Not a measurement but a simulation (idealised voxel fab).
You're looking at the process module voxel gate over fins.
Section cut is 220 nm wide and gridded with 5 nm square cells.
A cross-section in this document is a grid of square cells, and it is written down as bands, the top band listed before the ones below it; a band is made up of one or more rows of cells. First you get the band's top height and its bottom height, in nm, and then the materials it's made of, left to right, with each width in nm. If you see a single material with "edge to edge", that one covers the band edge to edge. "empty" is empty space. Height 0 is the level under which the wafer as received is all one material. The lowest band goes on downwards, as in "0 nm and below". A two-number width, for instance "30->40", indicates that the width is equal to the first number in the top row of the band and to the second number in the bottom row, and that it changes by a constant amount per row of cells. Given "remained the same" for a step, no cell of the cross-section differs between before and after that step. In the "closed voids" entry, you get each enclosed empty space of 8 cells or more, one with no open way to the top, written width x height at distance, distance from the left edge, in nm. Where a step's line continues beyond its settings, the continuation is a remark by the simulator itself on that step. A step line may carry the setting "overlay nm", which, for steps involving a mask, states the distance by which the mask lay to the right of its intended position; negative values denote displacement to the left. If you're wondering how to read the rest of this, here's the deal. It's pairs of cross-sections: one from before a process step, one from after it. The after one is only drawn as far down as the lowest band that changed. Right under each pair you'll see which step sits between them and what its settings were. Don't read the pairs as one continuous story, though. They can come from different runs of this module on the same starting wafer, and a pair only carries on from the one above it where its entry headed "Pre-step view" says so.
[Pre-step view]
- 0 nm and below: Si edge to edge
- closed voids: none
[Section After Processing]
- 5 nm to 0 nm: SiN edge to edge
- Anything lower than 0 is untouched.
- closed voids: none
Between the two cross-sections shown above lies CONFORMAL_DEP (material SiN; thk nm 5)
Pre-step view: The structure entering this step is exactly what the pair just above shows after its step.
[Section After Processing]
- 15 nm to 5 nm: aC edge to edge
- Anything lower than 5 is untouched.
- closed voids: none
Between the two cross-sections shown above lies DIRECTIONAL_DEP (material aC; thk nm 10)
Pre-step view: The structure entering this step is exactly what the pair just above shows after its step.
[Section After Processing]
- 40 nm to 15 nm: empty (40) / resist (15) / empty (25) / resist (15) / empty (25) / resist (15) / empty (25) / resist (15) / empty (45)
- Anything lower than 15 is untouched.
- closed voids: none
Between the two cross-sections shown above lies PATTERN (tone cover; mask id FINS; material resist; width nm 15; pitch nm 40; thk nm 25; overlay nm 0)
Pre-step view: The structure entering this step is exactly what the pair just above shows after its step.
[Section After Processing]
- 30 nm to 15 nm: empty (40) / resist (15) / empty (25) / resist (15) / empty (25) / resist (15) / empty (25) / resist (15) / empty (45)
- 15 nm to 5 nm: empty (40) / aC (15) / empty (25) / aC (15) / empty (25) / aC (15) / empty (25) / aC (15) / empty (45)
- Anything lower than 5 is untouched.
- closed voids: none
Between the two cross-sections shown above lies DIRECTIONAL_ETCH (etch materials aC; depth nm 10)
Pre-step view: The structure entering this step is exactly what the pair just above shows after its step.
[Section After Processing]
- 15 nm to 5 nm: empty (40) / aC (15) / empty (25) / aC (15) / empty (25) / aC (15) / empty (25) / aC (15) / empty (45)
- Anything lower than 5 is untouched.
- closed voids: none
Between the two cross-sections shown above lies STRIP (etch materials resist)
Pre-step view: The structure entering this step is exactly what the pair just above shows after its step.
[Section After Processing]
- 15 nm to 5 nm: empty (40) / aC (15) / empty (25) / aC (15) / empty (25) / aC (15) / empty (25) / aC (15) / empty (45)
- 5 nm to 0 nm: empty (40) / SiN (15) / empty (25) / SiN (15) / empty (25) / SiN (15) / empty (25) / SiN (15) / empty (45)
- Anything lower than 0 is untouched.
- closed voids: none
Between the two cross-sections shown above lies DIRECTIONAL_ETCH (etch materials SiN; depth nm 5)
Pre-step view: The structure entering this step is exactly what the pair just above shows after its step.
[Section After Processing]
- 15 nm to 5 nm: empty (40) / aC (15) / empty (25) / aC (15) / empty (25) / aC (15) / empty (25) / aC (15) / empty (45)
- 5 nm to 0 nm: empty (40) / SiN (15) / empty (25) / SiN (15) / empty (25) / SiN (15) / empty (25) / SiN (15) / empty (45)
- 0 nm to -40 nm: empty (40) / Si (15) / empty (25) / Si (15) / empty (25) / Si (15) / empty (25) / Si (15) / empty (45)
- Anything lower than -40 is untouched.
- closed voids: none
Between the two cross-sections shown above lies DIRECTIONAL_ETCH (etch materials Si; depth nm 40)
Pre-step view: The structure entering this step is exactly what the pair just above shows after its step.
[Section After Processing]
- 5 nm to 0 nm: empty (40) / SiN (15) / empty (25) / SiN (15) / empty (25) / SiN (15) / empty (25) / SiN (15) / empty (45)
- Anything lower than 0 is untouched.
- closed voids: none
Between the two cross-sections shown above lies STRIP (etch materials aC)
Pre-step view: The structure entering this step is exactly what the pair just above shows after its step.
[Section After Processing]
- 5 nm to 0 nm: empty (40) / SiN (15) / empty (25) / SiN (15) / empty (25) / SiN (15) / empty (25) / SiN (15) / empty (45)
- 0 nm to -40 nm: empty (40) / SiO2 (5) / Si (5) / SiO2 (5) / empty (25) / SiO2 (5) / Si (5) / SiO2 (5) / empty (25) / SiO2 (5) / Si (5) / SiO2 (5) / empty (25) / SiO2 (5) / Si (5) / SiO2 (5) / empty (45)
- -40 nm to -45 nm: SiO2 (45) / Si (5) / SiO2 (35) / Si (5) / SiO2 (35) / Si (5) / SiO2 (35) / Si (5) / SiO2 (50)
- Anything lower than -45 is untouched.
- closed voids: none
Between the two cross-sections shown above lies OXIDIZE (depth nm 5)
Pre-step view: The structure entering this step is exactly what the pair just above shows after its step.
[Section After Processing]
- 10 nm to 5 nm: SiO2 edge to edge
- 5 nm to 0 nm: SiO2 (40) / SiN (15) / SiO2 (25) / SiN (15) / SiO2 (25) / SiN (15) / SiO2 (25) / SiN (15) / SiO2 (45)
- 0 nm to -45 nm: SiO2 (45) / Si (5) / SiO2 (35) / Si (5) / SiO2 (35) / Si (5) / SiO2 (35) / Si (5) / SiO2 (50)
- Anything lower than -45 is untouched.
- closed voids: none
Between the two cross-sections shown above lies FILL_DEP (material SiO2; thk nm 5)
Pre-step view: The structure entering this step is exactly what the pair just above shows after its step.
[Section After Processing]
- 5 nm to 0 nm: SiO2 (40) / SiN (15) / SiO2 (25) / SiN (15) / SiO2 (25) / SiN (15) / SiO2 (25) / SiN (15) / SiO2 (45)
- Anything lower than 0 is untouched.
- closed voids: none
Between the two cross-sections shown above lies CMP (height nm 5)
Pre-step view: The structure entering this step is exactly what the pair just above shows after its step.
[Section After Processing]
- 5 nm to 0 nm: empty (40) / SiN (15) / empty (25) / SiN (15) / empty (25) / SiN (15) / empty (25) / SiN (15) / empty (45)
- 0 nm to -10 nm: empty (45) / Si (5) / empty (35) / Si (5) / empty (35) / Si (5) / empty (35) / Si (5) / empty (50)
- Anything lower than -10 is untouched.
- closed voids: none
Between the two cross-sections shown above lies SELECTIVE_ETCH (etch materials SiO2; depth nm 15)
Pre-step view: The structure entering this step is exactly what the pair just above shows after its step.
[Section After Processing]
- 0 nm to -10 nm: empty (45) / Si (5) / empty (35) / Si (5) / empty (35) / Si (5) / empty (35) / Si (5) / empty (50)
- Anything lower than -10 is untouched.
- closed voids: none
Between the two cross-sections shown above lies STRIP (etch materials SiN)
Pre-step view: The structure entering this step is exactly what the pair just above shows after its step.
[Section After Processing]
- 5 nm to 0 nm: empty (40) / HfO2 (15) / empty (25) / HfO2 (15) / empty (25) / HfO2 (15) / empty (25) / HfO2 (15) / empty (45)
- 0 nm to -5 nm: empty (40) / HfO2 (5) / Si (5) / HfO2 (5) / empty (25) / HfO2 (5) / Si (5) / HfO2 (5) / empty (25) / HfO2 (5) / Si (5) / HfO2 (5) / empty (25) / HfO2 (5) / Si (5) / HfO2 (5) / empty (45)
- -5 nm to -10 nm: HfO2 (45) / Si (5) / HfO2 (35) / Si (5) / HfO2 (35) / Si (5) / HfO2 (35) / Si (5) / HfO2 (50)
- Anything lower than -10 is untouched.
- closed voids: none
Between the two cross-sections shown above lies CONFORMAL_DEP (material HfO2; thk nm 5)
Pre-step view: The structure entering this step is exactly what the pair just above shows after its step.
[Section After Processing]
- 10 nm to 5 nm: empty (35) / TiN (25) / empty (15) / TiN (25) / empty (15) / TiN (25) / empty (15) / TiN (25) / empty (40)
- 5 nm to 0 nm: empty (35) / TiN (5) / HfO2 (15) / TiN (5) / empty (15) / TiN (5) / HfO2 (15) / TiN (5) / empty (15) / TiN (5) / HfO2 (15) / TiN (5) / empty (15) / TiN (5) / HfO2 (15) / TiN (5) / empty (40)
- 0 nm to -5 nm: TiN (40) / HfO2 (5) / Si (5) / HfO2 (5) / TiN (25) / HfO2 (5) / Si (5) / HfO2 (5) / TiN (25) / HfO2 (5) / Si (5) / HfO2 (5) / TiN (25) / HfO2 (5) / Si (5) / HfO2 (5) / TiN (45)
- Anything lower than -5 is untouched.
- closed voids: none
Between the two cross-sections shown above lies CONFORMAL_DEP (material TiN; thk nm 5)
Pre-step view: The structure entering this step is exactly what the pair just above shows after its step.
[Section After Processing]
- 15 nm to 10 nm: empty (30) / TiAl (35) / empty (5) / TiAl (35) / empty (5) / TiAl (35) / empty (5) / TiAl (35) / empty (35)
- 10 nm to 5 nm: empty (30) / TiAl (5) / TiN (25) / TiAl (5) / empty (5) / TiAl (5) / TiN (25) / TiAl (5) / empty (5) / TiAl (5) / TiN (25) / TiAl (5) / empty (5) / TiAl (5) / TiN (25) / TiAl (5) / empty (35)
- 5 nm to 0 nm: TiAl (35) / TiN (5) / HfO2 (15) / TiN (5) / TiAl (15) / TiN (5) / HfO2 (15) / TiN (5) / TiAl (15) / TiN (5) / HfO2 (15) / TiN (5) / TiAl (15) / TiN (5) / HfO2 (15) / TiN (5) / TiAl (40)
- Anything lower than 0 is untouched.
- closed voids: none
Between the two cross-sections shown above lies CONFORMAL_DEP (material TiAl; thk nm 5)
Pre-step view: The structure entering this step is exactly what the pair just above shows after its step.
[Section After Processing]
- 20 nm to 15 nm: empty (25) / TiN (165) / empty (30)
- 15 nm to 10 nm: empty (25) / TiN (5) / TiAl (35) / TiN (5) / TiAl (35) / TiN (5) / TiAl (35) / TiN (5) / TiAl (35) / TiN (5) / empty (30)
- 10 nm to 5 nm: TiN (30) / TiAl (5) / TiN (25) / TiAl (5) / TiN (5) / TiAl (5) / TiN (25) / TiAl (5) / TiN (5) / TiAl (5) / TiN (25) / TiAl (5) / TiN (5) / TiAl (5) / TiN (25) / TiAl (5) / TiN (35)
- Anything lower than 5 is untouched.
- closed voids: none
Between the two cross-sections shown above lies CONFORMAL_DEP (material TiN; thk nm 5)
Pre-step view: The structure entering this step is exactly what the pair just above shows after its step.
[Section After Processing]
- 30 nm to 20 nm: W edge to edge
- 20 nm to 15 nm: W (25) / TiN (165) / W (30)
- 15 nm to 10 nm: W (25) / TiN (5) / TiAl (35) / TiN (5) / TiAl (35) / TiN (5) / TiAl (35) / TiN (5) / TiAl (35) / TiN (5) / W (30)
- Anything lower than 10 is untouched.
- closed voids: none
Between the two cross-sections shown above lies FILL_DEP (material W; thk nm 10)
Pre-step view: The structure entering this step is exactly what the pair just above shows after its step.
[Section After Processing]
- 25 nm to 20 nm: W edge to edge
- Anything lower than 20 is untouched.
- closed voids: none
Between the two cross-sections shown above lies CMP (height nm 25)
Pre-step view: The structure entering this step is exactly what the pair just above shows after its step.
[Section After Processing]
- 35 nm to 25 nm: SiCN edge to edge
- Anything lower than 25 is untouched.
- closed voids: none
Between the two cross-sections shown above lies CONFORMAL_DEP (material SiCN; thk nm 10)
[Pre-step view]
- 5 nm to 0 nm: empty (40) / HfO2 (15) / empty (25) / HfO2 (15) / empty (25) / HfO2 (15) / empty (25) / HfO2 (15) / empty (45)
- 0 nm to -5 nm: empty (40) / HfO2 (5) / Si (5) / HfO2 (5) / empty (25) / HfO2 (5) / Si (5) / HfO2 (5) / empty (25) / HfO2 (5) / Si (5) / HfO2 (5) / empty (25) / HfO2 (5) / Si (5) / HfO2 (5) / empty (45)
- -5 nm to -10 nm: HfO2 (45) / Si (5) / HfO2 (35) / Si (5) / HfO2 (35) / Si (5) / HfO2 (35) / Si (5) / HfO2 (50)
- -10 nm to -45 nm: SiO2 (45) / Si (5) / SiO2 (35) / Si (5) / SiO2 (35) / Si (5) / SiO2 (35) / Si (5) / SiO2 (50)
- -45 nm and below: Si edge to edge
- closed voids: none
[Section After Processing]
- 10 nm to 5 nm: empty (35) / TiAl (25) / empty (15) / TiAl (25) / empty (15) / TiAl (25) / empty (15) / TiAl (25) / empty (40)
- 5 nm to 0 nm: empty (35) / TiAl (5) / HfO2 (15) / TiAl (5) / empty (15) / TiAl (5) / HfO2 (15) / TiAl (5) / empty (15) / TiAl (5) / HfO2 (15) / TiAl (5) / empty (15) / TiAl (5) / HfO2 (15) / TiAl (5) / empty (40)
- 0 nm to -5 nm: TiAl (40) / HfO2 (5) / Si (5) / HfO2 (5) / TiAl (25) / HfO2 (5) / Si (5) / HfO2 (5) / TiAl (25) / HfO2 (5) / Si (5) / HfO2 (5) / TiAl (25) / HfO2 (5) / Si (5) / HfO2 (5) / TiAl (45)
- Anything lower than -5 is untouched.
- closed voids: none
Between the two cross-sections shown above lies CONFORMAL_DEP (material TiAl; thk nm 5)
Pre-step view: The structure entering this step is exactly what the pair just above shows after its step.
[Section After Processing]
- 15 nm to 10 nm: empty (30) / TiN (35) / empty (5) / TiN (35) / empty (5) / TiN (35) / empty (5) / TiN (35) / empty (35)
- 10 nm to 5 nm: empty (30) / TiN (5) / TiAl (25) / TiN (5) / empty (5) / TiN (5) / TiAl (25) / TiN (5) / empty (5) / TiN (5) / TiAl (25) / TiN (5) / empty (5) / TiN (5) / TiAl (25) / TiN (5) / empty (35)
- 5 nm to 0 nm: TiN (35) / TiAl (5) / HfO2 (15) / TiAl (5) / TiN (15) / TiAl (5) / HfO2 (15) / TiAl (5) / TiN (15) / TiAl (5) / HfO2 (15) / TiAl (5) / TiN (15) / TiAl (5) / HfO2 (15) / TiAl (5) / TiN (40)
- Anything lower than 0 is untouched.
- closed voids: none
Between the two cross-sections shown above lies CONFORMAL_DEP (material TiN; thk nm 5)
Pre-step view: The structure entering this step is exactly what the pair just above shows after its step.
[Section After Processing]
- 25 nm to 15 nm: W edge to edge
- 15 nm to 10 nm: W (30) / TiN (35) / W (5) / TiN (35) / W (5) / TiN (35) / W (5) / TiN (35) / W (35)
- 10 nm to 5 nm: W (30) / TiN (5) / TiAl (25) / TiN (5) / W (5) / TiN (5) / TiAl (25) / TiN (5) / W (5) / TiN (5) / TiAl (25) / TiN (5) / W (5) / TiN (5) / TiAl (25) / TiN (5) / W (35)
- Anything lower than 5 is untouched.
- closed voids: none
Between the two cross-sections shown above lies FILL_DEP (material W; thk nm 10)
Pre-step view: The structure entering this step is exactly what the pair just above shows after its step.
[Section After Processing]
- 35 nm to 25 nm: SiCN edge to edge
- Anything lower than 25 is untouched.
- closed voids: none
Between the two cross-sections shown above lies CONFORMAL_DEP (material SiCN; thk nm 10)
[Pre-step view]
- 5 nm to 0 nm: empty (40) / SiN (15) / empty (25) / SiN (15) / empty (25) / SiN (15) / empty (25) / SiN (15) / empty (45)
- 0 nm to -10 nm: empty (45) / Si (5) / empty (35) / Si (5) / empty (35) / Si (5) / empty (35) / Si (5) / empty (50)
- -10 nm to -45 nm: SiO2 (45) / Si (5) / SiO2 (35) / Si (5) / SiO2 (35) / Si (5) / SiO2 (35) / Si (5) / SiO2 (50)
- -45 nm and below: Si edge to edge
- closed voids: none
[Section After Processing]
- 5 nm to 0 nm: empty (40) / SiN (15) / empty (25) / SiN (15) / empty (25) / SiN (15) / empty (25) / SiN (15) / empty (45)
- 0 nm to -25 nm: empty (45) / Si (5) / empty (35) / Si (5) / empty (35) / Si (5) / empty (35) / Si (5) / empty (50)
- Anything lower than -25 is untouched.
- closed voids: none
Between the two cross-sections shown above lies SELECTIVE_ETCH (etch materials SiO2; depth nm 15)
Pre-step view: The structure entering this step is exactly what the pair just above shows after its step.
[Section After Processing]
- 0 nm to -25 nm: empty (45) / Si (5) / empty (35) / Si (5) / empty (35) / Si (5) / empty (35) / Si (5) / empty (50)
- Anything lower than -25 is untouched.
- closed voids: none
Between the two cross-sections shown above lies STRIP (etch materials SiN)
Pre-step view: The structure entering this step is exactly what the pair just above shows after its step.
[Section After Processing]
- 5 nm to 0 nm: empty (40) / HfO2 (15) / empty (25) / HfO2 (15) / empty (25) / HfO2 (15) / empty (25) / HfO2 (15) / empty (45)
- 0 nm to -20 nm: empty (40) / HfO2 (5) / Si (5) / HfO2 (5) / empty (25) / HfO2 (5) / Si (5) / HfO2 (5) / empty (25) / HfO2 (5) / Si (5) / HfO2 (5) / empty (25) / HfO2 (5) / Si (5) / HfO2 (5) / empty (45)
- -20 nm to -25 nm: HfO2 (45) / Si (5) / HfO2 (35) / Si (5) / HfO2 (35) / Si (5) / HfO2 (35) / Si (5) / HfO2 (50)
- Anything lower than -25 is untouched.
- closed voids: none
Between the two cross-sections shown above lies CONFORMAL_DEP (material HfO2; thk nm 5)
Pre-step view: The structure entering this step is exactly what the pair just above shows after its step.
[Section After Processing]
- 10 nm to 5 nm: empty (35) / TiN (25) / empty (15) / TiN (25) / empty (15) / TiN (25) / empty (15) / TiN (25) / empty (40)
- 5 nm to 0 nm: empty (35) / TiN (5) / HfO2 (15) / TiN (5) / empty (15) / TiN (5) / HfO2 (15) / TiN (5) / empty (15) / TiN (5) / HfO2 (15) / TiN (5) / empty (15) / TiN (5) / HfO2 (15) / TiN (5) / empty (40)
- 0 nm to -15 nm: empty (35) / TiN (5) / HfO2 (5) / Si (5) / HfO2 (5) / TiN (5) / empty (15) / TiN (5) / HfO2 (5) / Si (5) / HfO2 (5) / TiN (5) / empty (15) / TiN (5) / HfO2 (5) / Si (5) / HfO2 (5) / TiN (5) / empty (15) / TiN (5) / HfO2 (5) / Si (5) / HfO2 (5) / TiN (5) / empty (40)
- -15 nm to -20 nm: TiN (40) / HfO2 (5) / Si (5) / HfO2 (5) / TiN (25) / HfO2 (5) / Si (5) / HfO2 (5) / TiN (25) / HfO2 (5) / Si (5) / HfO2 (5) / TiN (25) / HfO2 (5) / Si (5) / HfO2 (5) / TiN (45)
- Anything lower than -20 is untouched.
- closed voids: none
Between the two cross-sections shown above lies CONFORMAL_DEP (material TiN; thk nm 5)
Pre-step view: The structure entering this step is exactly what the pair just above shows after its step.
[Section After Processing]
- 15 nm to 10 nm: empty (30) / TiAl (35) / empty (5) / TiAl (35) / empty (5) / TiAl (35) / empty (5) / TiAl (35) / empty (35)
- 10 nm to 5 nm: empty (30) / TiAl (5) / TiN (25) / TiAl (5) / empty (5) / TiAl (5) / TiN (25) / TiAl (5) / empty (5) / TiAl (5) / TiN (25) / TiAl (5) / empty (5) / TiAl (5) / TiN (25) / TiAl (5) / empty (35)
- 5 nm to 0 nm: empty (30) / TiAl (5) / TiN (5) / HfO2 (15) / TiN (5) / TiAl (5) / empty (5) / TiAl (5) / TiN (5) / HfO2 (15) / TiN (5) / TiAl (5) / empty (5) / TiAl (5) / TiN (5) / HfO2 (15) / TiN (5) / TiAl (5) / empty (5) / TiAl (5) / TiN (5) / HfO2 (15) / TiN (5) / TiAl (5) / empty (35)
- 0 nm to -10 nm: empty (30) / TiAl (5) / TiN (5) / HfO2 (5) / Si (5) / HfO2 (5) / TiN (5) / TiAl (5) / empty (5) / TiAl (5) / TiN (5) / HfO2 (5) / Si (5) / HfO2 (5) / TiN (5) / TiAl (5) / empty (5) / TiAl (5) / TiN (5) / HfO2 (5) / Si (5) / HfO2 (5) / TiN (5) / TiAl (5) / empty (5) / TiAl (5) / TiN (5) / HfO2 (5) / Si (5) / HfO2 (5) / TiN (5) / TiAl (5) / empty (35)
- -10 nm to -15 nm: TiAl (35) / TiN (5) / HfO2 (5) / Si (5) / HfO2 (5) / TiN (5) / TiAl (15) / TiN (5) / HfO2 (5) / Si (5) / HfO2 (5) / TiN (5) / TiAl (15) / TiN (5) / HfO2 (5) / Si (5) / HfO2 (5) / TiN (5) / TiAl (15) / TiN (5) / HfO2 (5) / Si (5) / HfO2 (5) / TiN (5) / TiAl (40)
- Anything lower than -15 is untouched.
- closed voids: none
Between the two cross-sections shown above lies CONFORMAL_DEP (material TiAl; thk nm 5)
Pre-step view: The structure entering this step is exactly what the pair just above shows after its step.
[Section After Processing]
- 20 nm to 15 nm: empty (25) / TiN (165) / empty (30)
- 15 nm to 10 nm: empty (25) / TiN (5) / TiAl (35) / TiN (5) / TiAl (35) / TiN (5) / TiAl (35) / TiN (5) / TiAl (35) / TiN (5) / empty (30)
- 10 nm to 5 nm: empty (25) / TiN (5) / TiAl (5) / TiN (25) / TiAl (5) / TiN (5) / TiAl (5) / TiN (25) / TiAl (5) / TiN (5) / TiAl (5) / TiN (25) / TiAl (5) / TiN (5) / TiAl (5) / TiN (25) / TiAl (5) / TiN (5) / empty (30)
- 5 nm to 0 nm: empty (25) / TiN (5) / TiAl (5) / TiN (5) / HfO2 (15) / TiN (5) / TiAl (5) / TiN (5) / TiAl (5) / TiN (5) / HfO2 (15) / TiN (5) / TiAl (5) / TiN (5) / TiAl (5) / TiN (5) / HfO2 (15) / TiN (5) / TiAl (5) / TiN (5) / TiAl (5) / TiN (5) / HfO2 (15) / TiN (5) / TiAl (5) / TiN (5) / empty (30)
- 0 nm to -5 nm: empty (25) / TiN (5) / TiAl (5) / TiN (5) / HfO2 (5) / Si (5) / HfO2 (5) / TiN (5) / TiAl (5) / TiN (5) / TiAl (5) / TiN (5) / HfO2 (5) / Si (5) / HfO2 (5) / TiN (5) / TiAl (5) / TiN (5) / TiAl (5) / TiN (5) / HfO2 (5) / Si (5) / HfO2 (5) / TiN (5) / TiAl (5) / TiN (5) / TiAl (5) / TiN (5) / HfO2 (5) / Si (5) / HfO2 (5) / TiN (5) / TiAl (5) / TiN (5) / empty (30)
- -5 nm to -10 nm: TiN (30) / TiAl (5) / TiN (5) / HfO2 (5) / Si (5) / HfO2 (5) / TiN (5) / TiAl (5) / TiN (5) / TiAl (5) / TiN (5) / HfO2 (5) / Si (5) / HfO2 (5) / TiN (5) / TiAl (5) / TiN (5) / TiAl (5) / TiN (5) / HfO2 (5) / Si (5) / HfO2 (5) / TiN (5) / TiAl (5) / TiN (5) / TiAl (5) / TiN (5) / HfO2 (5) / Si (5) / HfO2 (5) / TiN (5) / TiAl (5) / TiN (35)
- Anything lower than -10 is untouched.
- closed voids: none
Between the two cross-sections shown above lies CONFORMAL_DEP (material TiN; thk nm 5)
Pre-step view: The structure entering this step is exactly what the pair just above shows after its step.
[Section After Processing]
- 30 nm to 20 nm: W edge to edge
- 20 nm to 15 nm: W (25) / TiN (165) / W (30)
- 15 nm to 10 nm: W (25) / TiN (5) / TiAl (35) / TiN (5) / TiAl (35) / TiN (5) / TiAl (35) / TiN (5) / TiAl (35) / TiN (5) / W (30)
- 10 nm to 5 nm: W (25) / TiN (5) / TiAl (5) / TiN (25) / TiAl (5) / TiN (5) / TiAl (5) / TiN (25) / TiAl (5) / TiN (5) / TiAl (5) / TiN (25) / TiAl (5) / TiN (5) / TiAl (5) / TiN (25) / TiAl (5) / TiN (5) / W (30)
- 5 nm to 0 nm: W (25) / TiN (5) / TiAl (5) / TiN (5) / HfO2 (15) / TiN (5) / TiAl (5) / TiN (5) / TiAl (5) / TiN (5) / HfO2 (15) / TiN (5) / TiAl (5) / TiN (5) / TiAl (5) / TiN (5) / HfO2 (15) / TiN (5) / TiAl (5) / TiN (5) / TiAl (5) / TiN (5) / HfO2 (15) / TiN (5) / TiAl (5) / TiN (5) / W (30)
- 0 nm to -5 nm: W (25) / TiN (5) / TiAl (5) / TiN (5) / HfO2 (5) / Si (5) / HfO2 (5) / TiN (5) / TiAl (5) / TiN (5) / TiAl (5) / TiN (5) / HfO2 (5) / Si (5) / HfO2 (5) / TiN (5) / TiAl (5) / TiN (5) / TiAl (5) / TiN (5) / HfO2 (5) / Si (5) / HfO2 (5) / TiN (5) / TiAl (5) / TiN (5) / TiAl (5) / TiN (5) / HfO2 (5) / Si (5) / HfO2 (5) / TiN (5) / TiAl (5) / TiN (5) / W (30)
- Anything lower than -5 is untouched.
- closed voids: none
Between the two cross-sections shown above lies FILL_DEP (material W; thk nm 10)
Pre-step view: The structure entering this step is exactly what the pair just above shows after its step.
[Section After Processing]
- 25 nm to 20 nm: W edge to edge
- Anything lower than 20 is untouched.
- closed voids: none
Between the two cross-sections shown above lies CMP (height nm 25)
Pre-step view: The structure entering this step is exactly what the pair just above shows after its step.
[Section After Processing]
- 35 nm to 25 nm: SiCN edge to edge
- Anything lower than 25 is untouched.
- closed voids: none
Between the two cross-sections shown above lies CONFORMAL_DEP (material SiCN; thk nm 10)
[Pre-step view]
- 15 nm to 10 nm: empty (30) / TiN (35) / empty (5) / TiN (35) / empty (5) / TiN (35) / empty (5) / TiN (35) / empty (35)
- 10 nm to 5 nm: empty (30) / TiN (5) / TiAl (25) / TiN (5) / empty (5) / TiN (5) / TiAl (25) / TiN (5) / empty (5) / TiN (5) / TiAl (25) / TiN (5) / empty (5) / TiN (5) / TiAl (25) / TiN (5) / empty (35)
- 5 nm to 0 nm: TiN (35) / TiAl (5) / HfO2 (15) / TiAl (5) / TiN (15) / TiAl (5) / HfO2 (15) / TiAl (5) / TiN (15) / TiAl (5) / HfO2 (15) / TiAl (5) / TiN (15) / TiAl (5) / HfO2 (15) / TiAl (5) / TiN (40)
- 0 nm to -5 nm: TiAl (40) / HfO2 (5) / Si (5) / HfO2 (5) / TiAl (25) / HfO2 (5) / Si (5) / HfO2 (5) / TiAl (25) / HfO2 (5) / Si (5) / HfO2 (5) / TiAl (25) / HfO2 (5) / Si (5) / HfO2 (5) / TiAl (45)
- -5 nm to -10 nm: HfO2 (45) / Si (5) / HfO2 (35) / Si (5) / HfO2 (35) / Si (5) / HfO2 (35) / Si (5) / HfO2 (50)
- -10 nm to -45 nm: SiO2 (45) / Si (5) / SiO2 (35) / Si (5) / SiO2 (35) / Si (5) / SiO2 (35) / Si (5) / SiO2 (50)
- -45 nm and below: Si edge to edge
- closed voids: none
[Section After Processing]
- 20 nm to 10 nm: empty (25) / TiN (165) / empty (30)
- 10 nm to 5 nm: TiN (35) / TiAl (25) / TiN (15) / TiAl (25) / TiN (15) / TiAl (25) / TiN (15) / TiAl (25) / TiN (40)
- Anything lower than 5 is untouched.
- closed voids: none
Between the two cross-sections shown above lies CONFORMAL_DEP (material TiN; thk nm 5)
Pre-step view: The structure entering this step is exactly what the pair just above shows after its step.
[Section After Processing]
- 30 nm to 20 nm: W edge to edge
- 20 nm to 10 nm: W (25) / TiN (165) / W (30)
- Anything lower than 10 is untouched.
- closed voids: none
Between the two cross-sections shown above lies FILL_DEP (material W; thk nm 10)
Pre-step view: The structure entering this step is exactly what the pair just above shows after its step.
[Section After Processing]
- 25 nm to 20 nm: W edge to edge
- Anything lower than 20 is untouched.
- closed voids: none
Between the two cross-sections shown above lies CMP (height nm 25)
Pre-step view: The structure entering this step is exactly what the pair just above shows after its step.
[Section After Processing]
- 35 nm to 25 nm: SiCN edge to edge
- Anything lower than 25 is untouched.
- closed voids: none
Between the two cross-sections shown above lies CONFORMAL_DEP (material SiCN; thk nm 10)
[Pre-step view]
- 15 nm to 10 nm: empty (30) / TiAl (35) / empty (5) / TiAl (35) / empty (5) / TiAl (35) / empty (5) / TiAl (35) / empty (35)
- 10 nm to 5 nm: empty (30) / TiAl (5) / TiN (25) / TiAl (5) / empty (5) / TiAl (5) / TiN (25) / TiAl (5) / empty (5) / TiAl (5) / TiN (25) / TiAl (5) / empty (5) / TiAl (5) / TiN (25) / TiAl (5) / empty (35)
- 5 nm to 0 nm: TiAl (35) / TiN (5) / HfO2 (15) / TiN (5) / TiAl (15) / TiN (5) / HfO2 (15) / TiN (5) / TiAl (15) / TiN (5) / HfO2 (15) / TiN (5) / TiAl (15) / TiN (5) / HfO2 (15) / TiN (5) / TiAl (40)
- 0 nm to -5 nm: TiN (40) / HfO2 (5) / Si (5) / HfO2 (5) / TiN (25) / HfO2 (5) / Si (5) / HfO2 (5) / TiN (25) / HfO2 (5) / Si (5) / HfO2 (5) / TiN (25) / HfO2 (5) / Si (5) / HfO2 (5) / TiN (45)
- -5 nm to -10 nm: HfO2 (45) / Si (5) / HfO2 (35) / Si (5) / HfO2 (35) / Si (5) / HfO2 (35) / Si (5) / HfO2 (50)
- -10 nm to -45 nm: SiO2 (45) / Si (5) / SiO2 (35) / Si (5) / SiO2 (35) / Si (5) / SiO2 (35) / Si (5) / SiO2 (50)
- -45 nm and below: Si edge to edge
- closed voids: none
[Section After Processing]
- 30 nm to 20 nm: empty (15) / TiN (185) / empty (20)
- 20 nm to 15 nm: TiN edge to edge
- 15 nm to 10 nm: TiN (30) / TiAl (35) / TiN (5) / TiAl (35) / TiN (5) / TiAl (35) / TiN (5) / TiAl (35) / TiN (35)
- 10 nm to 5 nm: TiN (30) / TiAl (5) / TiN (25) / TiAl (5) / TiN (5) / TiAl (5) / TiN (25) / TiAl (5) / TiN (5) / TiAl (5) / TiN (25) / TiAl (5) / TiN (5) / TiAl (5) / TiN (25) / TiAl (5) / TiN (35)
- Anything lower than 5 is untouched.
- closed voids: none
Between the two cross-sections shown above lies CONFORMAL_DEP (material TiN; thk nm 15)
Pre-step view: The structure entering this step is exactly what the pair just above shows after its step.
[Section After Processing]
- 40 nm to 30 nm: W edge to edge
- 30 nm to 20 nm: W (15) / TiN (185) / W (20)
- Anything lower than 20 is untouched.
- closed voids: none
Between the two cross-sections shown above lies FILL_DEP (material W; thk nm 10)
Pre-step view: The structure entering this step is exactly what the pair just above shows after its step.
[Section After Processing]
- 25 nm to 20 nm: W (15) / TiN (185) / W (20)
- Anything lower than 20 is untouched.
- closed voids: none
Between the two cross-sections shown above lies CMP (height nm 25)
Pre-step view: The structure entering this step is exactly what the pair just above shows after its step.
[Section After Processing]
- 35 nm to 25 nm: SiCN edge to edge
- Anything lower than 25 is untouched.
- closed voids: none
Between the two cross-sections shown above lies CONFORMAL_DEP (material SiCN; thk nm 10)
[Pre-step view]
- 15 nm to 5 nm: aC edge to edge
- 5 nm to 0 nm: SiN edge to edge
- 0 nm and below: Si edge to edge
- closed voids: none
[Section After Processing]
- 40 nm to 15 nm: empty (40) / resist (20) / empty (20) / resist (20) / empty (20) / resist (20) / empty (20) / resist (20) / empty (40)
- Anything lower than 15 is untouched.
- closed voids: none
Between the two cross-sections shown above lies PATTERN (tone cover; mask id FINS; material resist; width nm 20; pitch nm 40; thk nm 25; overlay nm 0)
